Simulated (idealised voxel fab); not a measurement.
process module | voxel transistor to metal
cross-section cut | 195 nm wide | cells 5 nm
A cross-section is a grid of square cells, given in bands from the top down. A band is one or more rows of cells.
Each band's line starts with the height of the band's top and of its bottom, in nm. Then come its materials from left to right, each with its width in nm. One material with "throughout" fills the band from edge to edge. "air" is empty space.
Height 0 is the level under which the wafer as received is all one material. The lowest band goes on downwards, as in "0 down".
A width such as "30 to 40" changes by the same amount from each row of cells to the next, from the band's top row to its bottom row.
"no change" after a step means that no cell of the cross-section changed.
closed voids: empty space of 8 cells or more with no open way to the top, each as width x height at its distance from the left edge, in nm
after a step's settings: what the simulator itself notes on the step
overlay nm, on a step with a mask: how far to the right of its planned place the mask lay; to the left if negative
plan
1 op RECEIVE | material Si
2 op CONFORMAL_DEP | material SiO2 | thk nm 5
3 op CONFORMAL_DEP | material SiN | thk nm 10
4 op PATTERN | tone cover | mask id ACTIVE | material resist | width nm 125 | thk nm 15 | overlay nm 0
5 op DIRECTIONAL_ETCH | etch materials SiN | depth nm 10
6 op DIRECTIONAL_ETCH | etch materials SiO2 | depth nm 5
7 op DIRECTIONAL_ETCH | etch materials Si | depth nm 20
8 op STRIP | etch materials resist
9 op OXIDIZE | depth nm 5
10 op FILL_DEP | material SiO2 | thk nm 5
11 op CMP | height nm 15
12 op SELECTIVE_ETCH | etch materials SiO2 | depth nm 10
13 op STRIP | etch materials SiN
14 op SELECTIVE_ETCH | etch materials SiO2 | depth nm 5
15 op OXIDIZE | depth nm 5
16 op DIRECTIONAL_DEP | material polySi | thk nm 30
17 op DIRECTIONAL_DEP | material SiCN | thk nm 15
18 op PATTERN | tone cover | mask id GATE | material resist | width nm 35 | thk nm 15 | overlay nm 0
19 op DIRECTIONAL_ETCH | etch materials SiCN | depth nm 25
20 op DIRECTIONAL_ETCH | etch materials polySi | depth nm 40
21 op STRIP | etch materials resist
22 op CONFORMAL_DEP | material SiO2 | thk nm 5
23 op DIRECTIONAL_ETCH | etch materials SiO2 | depth nm 5
24 op CONFORMAL_DEP | material SiN | thk nm 5
25 op DIRECTIONAL_ETCH | etch materials SiN | depth nm 5
26 op DIRECTIONAL_ETCH | etch materials SiO2 | depth nm 5
27 op DIRECTIONAL_ETCH | etch materials Si | depth nm 15
28 op EPI | material SiGe | thk nm 20
29 op FILL_DEP | material SiO2 | thk nm 5
30 op CMP | height nm 30
31 op STRIP | etch materials polySi
32 op SELECTIVE_ETCH | etch materials SiO2 | depth nm 5
33 op CONFORMAL_DEP | material HfO2 | thk nm 5
34 op CONFORMAL_DEP | material TiN | thk nm 5
35 op FILL_DEP | material W | thk nm 10
36 op CMP | height nm 25
37 op DIRECTIONAL_DEP | material SiO2 | thk nm 10
38 op DIRECTIONAL_DEP | material aC | thk nm 15
39 op PATTERN | tone open | mask id CONTACT | material resist | width nm 15 | pitch nm 90 | thk nm 30 | overlay nm 0
40 op DIRECTIONAL_ETCH | etch materials aC | depth nm 15
41 op STRIP | etch materials resist
42 op DIRECTIONAL_ETCH | etch materials SiO2 | depth nm 35
43 op STRIP | etch materials aC
44 op CONFORMAL_DEP | material TiN | thk nm 5
45 op FILL_DEP | material Ru | thk nm 5
46 op CMP | height nm 35
47 op DIRECTIONAL_DEP | material TiN | thk nm 5
48 op DIRECTIONAL_DEP | material W | thk nm 15
49 op PATTERN | tone cover | mask id METAL_1 | material resist | width nm 15 | pitch nm 90 | thk nm 15 | overlay nm 0
50 op DIRECTIONAL_ETCH | etch materials W | depth nm 15
51 op DIRECTIONAL_ETCH | etch materials TiN | depth nm 5
52 op STRIP | etch materials resist
53 op FILL_DEP | material lowk | thk nm 10
54 op CMP | height nm 55
55 op CONFORMAL_DEP | material SiN | thk nm 5
first wafer, as planned
as received, after step 1
  0 down: Si throughout
  closed voids: none
after step 2
  5 to 0: SiO2 throughout
  below 0: unchanged
after step 3
  15 to 5: SiN throughout
  below 5: unchanged
after step 4
  30 to 15: air 35 | resist 125 | air 35
  below 15: unchanged
after step 5
  30 to 15: air 35 | resist 125 | air 35
  15 to 5: air 35 | SiN 125 | air 35
  below 5: unchanged
after step 6
  30 to 15: air 35 | resist 125 | air 35
  15 to 5: air 35 | SiN 125 | air 35
  5 to 0: air 35 | SiO2 125 | air 35
  below 0: unchanged
after step 7
  30 to 15: air 35 | resist 125 | air 35
  15 to 5: air 35 | SiN 125 | air 35
  5 to 0: air 35 | SiO2 125 | air 35
  0 to -20: air 35 | Si 125 | air 35
  below -20: unchanged
after step 8
  15 to 5: air 35 | SiN 125 | air 35
  below 5: unchanged
after step 9
  15 to 5: air 35 | SiN 125 | air 35
  5 to 0: air 35 | SiO2 125 | air 35
  0 to -20: air 35 | SiO2 5 | Si 115 | SiO2 5 | air 35
  -20 to -25: SiO2 40 | Si 115 | SiO2 40
  below -25: unchanged
after step 10
  20 to 15: SiO2 throughout
  15 to 5: SiO2 35 | SiN 125 | SiO2 35
  5 to 0: SiO2 throughout
  0 to -25: SiO2 40 | Si 115 | SiO2 40
  below -25: unchanged
after step 11
  15 to 5: SiO2 35 | SiN 125 | SiO2 35
  below 5: unchanged
after step 12
  15 to 5: air 35 | SiN 125 | air 35
  below 5: unchanged
after step 13
  5 to 0: SiO2 throughout
  below 0: unchanged
after step 14
  0 to -25: SiO2 40 | Si 115 | SiO2 40
  below -25: unchanged
after step 15
  0 to -5: SiO2 throughout
  below -5: unchanged
after step 16
  30 to 0: polySi throughout
  below 0: unchanged
after step 17
  45 to 30: SiCN throughout
  below 30: unchanged
after step 18
  60 to 45: air 80 | resist 35 | air 80
  below 45: unchanged
after step 19
  60 to 45: air 80 | resist 35 | air 80
  45 to 30: air 80 | SiCN 35 | air 80
  below 30: unchanged
after step 20
  60 to 45: air 80 | resist 35 | air 80
  45 to 30: air 80 | SiCN 35 | air 80
  30 to 0: air 80 | polySi 35 | air 80
  below 0: unchanged
after step 21
  45 to 30: air 80 | SiCN 35 | air 80
  below 30: unchanged
after step 22
  50 to 45: air 75 | SiO2 45 | air 75
  45 to 30: air 75 | SiO2 5 | SiCN 35 | SiO2 5 | air 75
  30 to 5: air 75 | SiO2 5 | polySi 35 | SiO2 5 | air 75
  5 to 0: SiO2 80 | polySi 35 | SiO2 80
  below 0: unchanged
after step 23
  45 to 30: air 75 | SiO2 5 | SiCN 35 | SiO2 5 | air 75
  30 to 0: air 75 | SiO2 5 | polySi 35 | SiO2 5 | air 75
  below 0: unchanged
after step 24
  50 to 45: air 70 | SiN 55 | air 70
  45 to 30: air 70 | SiN 5 | SiO2 5 | SiCN 35 | SiO2 5 | SiN 5 | air 70
  30 to 5: air 70 | SiN 5 | SiO2 5 | polySi 35 | SiO2 5 | SiN 5 | air 70
  5 to 0: SiN 75 | SiO2 5 | polySi 35 | SiO2 5 | SiN 75
  below 0: unchanged
after step 25
  45 to 30: air 70 | SiN 5 | SiO2 5 | SiCN 35 | SiO2 5 | SiN 5 | air 70
  30 to 0: air 70 | SiN 5 | SiO2 5 | polySi 35 | SiO2 5 | SiN 5 | air 70
  below 0: unchanged
after step 26
  45 to 40: air 70 | SiN 5 | air 5 | SiCN 35 | air 5 | SiN 5 | air 70
  40 to 30: air 70 | SiN 5 | SiO2 5 | SiCN 35 | SiO2 5 | SiN 5 | air 70
  30 to 0: air 70 | SiN 5 | SiO2 5 | polySi 35 | SiO2 5 | SiN 5 | air 70
  0 to -5: air 70 | SiO2 55 | air 70
  below -5: unchanged
after step 27
  45 to 40: air 70 | SiN 5 | air 5 | SiCN 35 | air 5 | SiN 5 | air 70
  40 to 30: air 70 | SiN 5 | SiO2 5 | SiCN 35 | SiO2 5 | SiN 5 | air 70
  30 to 0: air 70 | SiN 5 | SiO2 5 | polySi 35 | SiO2 5 | SiN 5 | air 70
  0 to -5: air 70 | SiO2 55 | air 70
  -5 to -20: SiO2 40 | air 30 | Si 55 | air 30 | SiO2 40
  below -20: unchanged
after step 28
  45 to 40: air 70 | SiN 5 | air 5 | SiCN 35 | air 5 | SiN 5 | air 70
  40 to 30: air 70 | SiN 5 | SiO2 5 | SiCN 35 | SiO2 5 | SiN 5 | air 70
  30 to 15: air 70 | SiN 5 | SiO2 5 | polySi 35 | SiO2 5 | SiN 5 | air 70
  15 to 0: air 50 | SiGe 20 | SiN 5 | SiO2 5 | polySi 35 | SiO2 5 | SiN 5 | SiGe 20 | air 50
  0 to -5: air 35 | SiGe 35 | SiO2 55 | SiGe 35 | air 35
  -5 to -20: SiO2 40 | SiGe 30 | Si 55 | SiGe 30 | SiO2 40
  below -20: unchanged
after step 29
  50 to 45: SiO2 throughout
  45 to 30: SiO2 70 | SiN 5 | SiO2 5 | SiCN 35 | SiO2 5 | SiN 5 | SiO2 70
  30 to 15: SiO2 70 | SiN 5 | SiO2 5 | polySi 35 | SiO2 5 | SiN 5 | SiO2 70
  15 to 0: SiO2 50 | SiGe 20 | SiN 5 | SiO2 5 | polySi 35 | SiO2 5 | SiN 5 | SiGe 20 | SiO2 50
  0 to -5: SiO2 35 | SiGe 35 | SiO2 55 | SiGe 35 | SiO2 35
  below -5: unchanged
after step 30
  30 to 15: SiO2 70 | SiN 5 | SiO2 5 | polySi 35 | SiO2 5 | SiN 5 | SiO2 70
  below 15: unchanged
after step 31
  30 to 15: SiO2 70 | SiN 5 | SiO2 5 | air 35 | SiO2 5 | SiN 5 | SiO2 70
  15 to 0: SiO2 50 | SiGe 20 | SiN 5 | SiO2 5 | air 35 | SiO2 5 | SiN 5 | SiGe 20 | SiO2 50
  below 0: unchanged
after step 32
  30 to 25: air 70 | SiN 5 | air 45 | SiN 5 | air 70
  25 to 15: SiO2 70 | SiN 5 | air 45 | SiN 5 | SiO2 70
  15 to 0: SiO2 50 | SiGe 20 | SiN 5 | air 45 | SiN 5 | SiGe 20 | SiO2 50
  0 to -5: SiO2 35 | SiGe 35 | SiO2 5 | air 45 | SiO2 5 | SiGe 35 | SiO2 35
  below -5: unchanged
after step 33
  35 to 30: air 65 | HfO2 15 | air 35 | HfO2 15 | air 65
  30 to 25: HfO2 70 | SiN 5 | HfO2 5 | air 35 | HfO2 5 | SiN 5 | HfO2 70
  25 to 15: SiO2 70 | SiN 5 | HfO2 5 | air 35 | HfO2 5 | SiN 5 | SiO2 70
  15 to 0: SiO2 50 | SiGe 20 | SiN 5 | HfO2 5 | air 35 | HfO2 5 | SiN 5 | SiGe 20 | SiO2 50
  0 to -5: SiO2 35 | SiGe 35 | SiO2 5 | HfO2 45 | SiO2 5 | SiGe 35 | SiO2 35
  below -5: unchanged
after step 34
  40 to 35: air 60 | TiN 25 | air 25 | TiN 25 | air 60
  35 to 30: TiN 65 | HfO2 15 | TiN 5 | air 25 | TiN 5 | HfO2 15 | TiN 65
  30 to 25: HfO2 70 | SiN 5 | HfO2 5 | TiN 5 | air 25 | TiN 5 | HfO2 5 | SiN 5 | HfO2 70
  25 to 15: SiO2 70 | SiN 5 | HfO2 5 | TiN 5 | air 25 | TiN 5 | HfO2 5 | SiN 5 | SiO2 70
  15 to 5: SiO2 50 | SiGe 20 | SiN 5 | HfO2 5 | TiN 5 | air 25 | TiN 5 | HfO2 5 | SiN 5 | SiGe 20 | SiO2 50
  5 to 0: SiO2 50 | SiGe 20 | SiN 5 | HfO2 5 | TiN 35 | HfO2 5 | SiN 5 | SiGe 20 | SiO2 50
  below 0: unchanged
after step 35
  50 to 40: W throughout
  40 to 35: W 60 | TiN 25 | W 25 | TiN 25 | W 60
  35 to 30: TiN 65 | HfO2 15 | TiN 5 | W 25 | TiN 5 | HfO2 15 | TiN 65
  30 to 25: HfO2 70 | SiN 5 | HfO2 5 | TiN 5 | W 25 | TiN 5 | HfO2 5 | SiN 5 | HfO2 70
  25 to 15: SiO2 70 | SiN 5 | HfO2 5 | TiN 5 | W 25 | TiN 5 | HfO2 5 | SiN 5 | SiO2 70
  15 to 5: SiO2 50 | SiGe 20 | SiN 5 | HfO2 5 | TiN 5 | W 25 | TiN 5 | HfO2 5 | SiN 5 | SiGe 20 | SiO2 50
  below 5: unchanged
after step 36
  25 to 15: SiO2 70 | SiN 5 | HfO2 5 | TiN 5 | W 25 | TiN 5 | HfO2 5 | SiN 5 | SiO2 70
  below 15: unchanged
after step 37
  35 to 25: SiO2 throughout
  below 25: unchanged
after step 38
  50 to 35: aC throughout
  below 35: unchanged
after step 39
  80 to 50: resist 45 | air 15 | resist 75 | air 15 | resist 45
  below 50: unchanged
after step 40
  65 to 50: resist 45 | air 15 | resist 75 | air 15 | resist 45
  50 to 35: aC 45 | air 15 | aC 75 | air 15 | aC 45
  below 35: unchanged
after step 41
  50 to 35: aC 45 | air 15 | aC 75 | air 15 | aC 45
  below 35: unchanged
after step 42
  50 to 35: aC 45 | air 15 | aC 75 | air 15 | aC 45
  35 to 25: SiO2 45 | air 15 | SiO2 75 | air 15 | SiO2 45
  25 to 15: SiO2 45 | air 15 | SiO2 10 | SiN 5 | HfO2 5 | TiN 5 | W 25 | TiN 5 | HfO2 5 | SiN 5 | SiO2 10 | air 15 | SiO2 45
  15 to 5: SiO2 45 | air 5 | SiGe 20 | SiN 5 | HfO2 5 | TiN 5 | W 25 | TiN 5 | HfO2 5 | SiN 5 | SiGe 20 | air 5 | SiO2 45
  5 to 0: SiO2 45 | air 5 | SiGe 20 | SiN 5 | HfO2 5 | TiN 35 | HfO2 5 | SiN 5 | SiGe 20 | air 5 | SiO2 45
  below 0: unchanged
after step 43
  35 to 25: SiO2 45 | air 15 | SiO2 75 | air 15 | SiO2 45
  below 25: unchanged
after step 44
  40 to 35: TiN 50 | air 5 | TiN 85 | air 5 | TiN 50
  35 to 25: SiO2 45 | TiN 5 | air 5 | TiN 5 | SiO2 75 | TiN 5 | air 5 | TiN 5 | SiO2 45
  25 to 20: SiO2 45 | TiN 5 | air 5 | TiN 5 | SiO2 10 | SiN 5 | HfO2 5 | TiN 5 | W 25 | TiN 5 | HfO2 5 | SiN 5 | SiO2 10 | TiN 5 | air 5 | TiN 5 | SiO2 45
  20 to 15: SiO2 45 | TiN 15 | SiO2 10 | SiN 5 | HfO2 5 | TiN 5 | W 25 | TiN 5 | HfO2 5 | SiN 5 | SiO2 10 | TiN 15 | SiO2 45
  15 to 5: SiO2 45 | TiN 5 | SiGe 20 | SiN 5 | HfO2 5 | TiN 5 | W 25 | TiN 5 | HfO2 5 | SiN 5 | SiGe 20 | TiN 5 | SiO2 45
  5 to 0: SiO2 45 | TiN 5 | SiGe 20 | SiN 5 | HfO2 5 | TiN 35 | HfO2 5 | SiN 5 | SiGe 20 | TiN 5 | SiO2 45
  below 0: unchanged
after step 45
  45 to 40: Ru throughout
  40 to 35: TiN 50 | Ru 5 | TiN 85 | Ru 5 | TiN 50
  35 to 25: SiO2 45 | TiN 5 | Ru 5 | TiN 5 | SiO2 75 | TiN 5 | Ru 5 | TiN 5 | SiO2 45
  25 to 20: SiO2 45 | TiN 5 | Ru 5 | TiN 5 | SiO2 10 | SiN 5 | HfO2 5 | TiN 5 | W 25 | TiN 5 | HfO2 5 | SiN 5 | SiO2 10 | TiN 5 | Ru 5 | TiN 5 | SiO2 45
  below 20: unchanged
after step 46
  35 to 25: SiO2 45 | TiN 5 | Ru 5 | TiN 5 | SiO2 75 | TiN 5 | Ru 5 | TiN 5 | SiO2 45
  below 25: unchanged
after step 47
  40 to 35: TiN throughout
  below 35: unchanged
after step 48
  55 to 40: W throughout
  below 40: unchanged
after step 49
  70 to 55: air 45 | resist 15 | air 75 | resist 15 | air 45
  below 55: unchanged
after step 50
  70 to 55: air 45 | resist 15 | air 75 | resist 15 | air 45
  55 to 40: air 45 | W 15 | air 75 | W 15 | air 45
  below 40: unchanged
after step 51
  70 to 55: air 45 | resist 15 | air 75 | resist 15 | air 45
  55 to 40: air 45 | W 15 | air 75 | W 15 | air 45
  40 to 35: air 45 | TiN 15 | air 75 | TiN 15 | air 45
  below 35: unchanged
after step 52
  55 to 40: air 45 | W 15 | air 75 | W 15 | air 45
  below 40: unchanged
after step 53
  65 to 55: lowk throughout
  55 to 40: lowk 45 | W 15 | lowk 75 | W 15 | lowk 45
  40 to 35: lowk 45 | TiN 15 | lowk 75 | TiN 15 | lowk 45
  below 35: unchanged
after step 54
  55 to 40: lowk 45 | W 15 | lowk 75 | W 15 | lowk 45
  below 40: unchanged
after step 55
  60 to 55: SiN throughout
  below 55: unchanged
second wafer: like start, like plan, one mistake. Through step 38 it matches the first wafer
when step 39 should have ended
  80 to 50: resist 40 | air 25 | resist 65 | air 25 | resist 40
  below 50: unchanged
when step 40 should have ended
  65 to 50: resist 40 | air 25 | resist 65 | air 25 | resist 40
  50 to 35: aC 40 | air 25 | aC 65 | air 25 | aC 40
  below 35: unchanged
when step 41 should have ended
  50 to 35: aC 40 | air 25 | aC 65 | air 25 | aC 40
  below 35: unchanged
when step 42 should have ended
  50 to 35: aC 40 | air 25 | aC 65 | air 25 | aC 40
  35 to 25: SiO2 40 | air 25 | SiO2 65 | air 25 | SiO2 40
  25 to 15: SiO2 40 | air 25 | SiO2 5 | SiN 5 | HfO2 5 | TiN 5 | W 25 | TiN 5 | HfO2 5 | SiN 5 | SiO2 5 | air 25 | SiO2 40
  15 to 5: SiO2 40 | air 10 | SiGe 20 | SiN 5 | HfO2 5 | TiN 5 | W 25 | TiN 5 | HfO2 5 | SiN 5 | SiGe 20 | air 10 | SiO2 40
  5 to 0: SiO2 40 | air 10 | SiGe 20 | SiN 5 | HfO2 5 | TiN 35 | HfO2 5 | SiN 5 | SiGe 20 | air 10 | SiO2 40
  below 0: unchanged
when step 43 should have ended
  35 to 25: SiO2 40 | air 25 | SiO2 65 | air 25 | SiO2 40
  below 25: unchanged
when step 44 should have ended
  40 to 35: TiN 45 | air 15 | TiN 75 | air 15 | TiN 45
  35 to 25: SiO2 40 | TiN 5 | air 15 | TiN 5 | SiO2 65 | TiN 5 | air 15 | TiN 5 | SiO2 40
  25 to 20: SiO2 40 | TiN 5 | air 15 | TiN 5 | SiO2 5 | SiN 5 | HfO2 5 | TiN 5 | W 25 | TiN 5 | HfO2 5 | SiN 5 | SiO2 5 | TiN 5 | air 15 | TiN 5 | SiO2 40
  20 to 15: SiO2 40 | TiN 25 | SiO2 5 | SiN 5 | HfO2 5 | TiN 5 | W 25 | TiN 5 | HfO2 5 | SiN 5 | SiO2 5 | TiN 25 | SiO2 40
  15 to 5: SiO2 40 | TiN 10 | SiGe 20 | SiN 5 | HfO2 5 | TiN 5 | W 25 | TiN 5 | HfO2 5 | SiN 5 | SiGe 20 | TiN 10 | SiO2 40
  5 to 0: SiO2 40 | TiN 10 | SiGe 20 | SiN 5 | HfO2 5 | TiN 35 | HfO2 5 | SiN 5 | SiGe 20 | TiN 10 | SiO2 40
  below 0: unchanged
when step 45 should have ended
  45 to 40: Ru throughout
  40 to 35: TiN 45 | Ru 15 | TiN 75 | Ru 15 | TiN 45
  35 to 25: SiO2 40 | TiN 5 | Ru 15 | TiN 5 | SiO2 65 | TiN 5 | Ru 15 | TiN 5 | SiO2 40
  25 to 20: SiO2 40 | TiN 5 | Ru 15 | TiN 5 | SiO2 5 | SiN 5 | HfO2 5 | TiN 5 | W 25 | TiN 5 | HfO2 5 | SiN 5 | SiO2 5 | TiN 5 | Ru 15 | TiN 5 | SiO2 40
  below 20: unchanged
when step 46 should have ended
  35 to 25: SiO2 40 | TiN 5 | Ru 15 | TiN 5 | SiO2 65 | TiN 5 | Ru 15 | TiN 5 | SiO2 40
  below 25: unchanged
when step 47 should have ended
  40 to 35: TiN throughout
  below 35: unchanged
when step 48 should have ended
  55 to 40: W throughout
  below 40: unchanged
when step 49 should have ended
  70 to 55: air 45 | resist 15 | air 75 | resist 15 | air 45
  below 55: unchanged
when step 50 should have ended
  70 to 55: air 45 | resist 15 | air 75 | resist 15 | air 45
  55 to 40: air 45 | W 15 | air 75 | W 15 | air 45
  below 40: unchanged
when step 51 should have ended
  70 to 55: air 45 | resist 15 | air 75 | resist 15 | air 45
  55 to 40: air 45 | W 15 | air 75 | W 15 | air 45
  40 to 35: air 45 | TiN 15 | air 75 | TiN 15 | air 45
  below 35: unchanged
when step 52 should have ended
  55 to 40: air 45 | W 15 | air 75 | W 15 | air 45
  below 40: unchanged
when step 53 should have ended
  65 to 55: lowk throughout
  55 to 40: lowk 45 | W 15 | lowk 75 | W 15 | lowk 45
  40 to 35: lowk 45 | TiN 15 | lowk 75 | TiN 15 | lowk 45
  below 35: unchanged
when step 54 should have ended
  55 to 40: lowk 45 | W 15 | lowk 75 | W 15 | lowk 45
  below 40: unchanged
when step 55 should have ended
  60 to 55: SiN throughout
  below 55: unchanged
what went wrong: step 39 ran as: op PATTERN | tone open | mask id CONTACT | material resist | width nm 25 | pitch nm 90 | thk nm 30 | overlay nm 0
at the end the second wafer has, in cells: 12 more of Ru | 22 fewer of SiO2 | 10 more of TiN
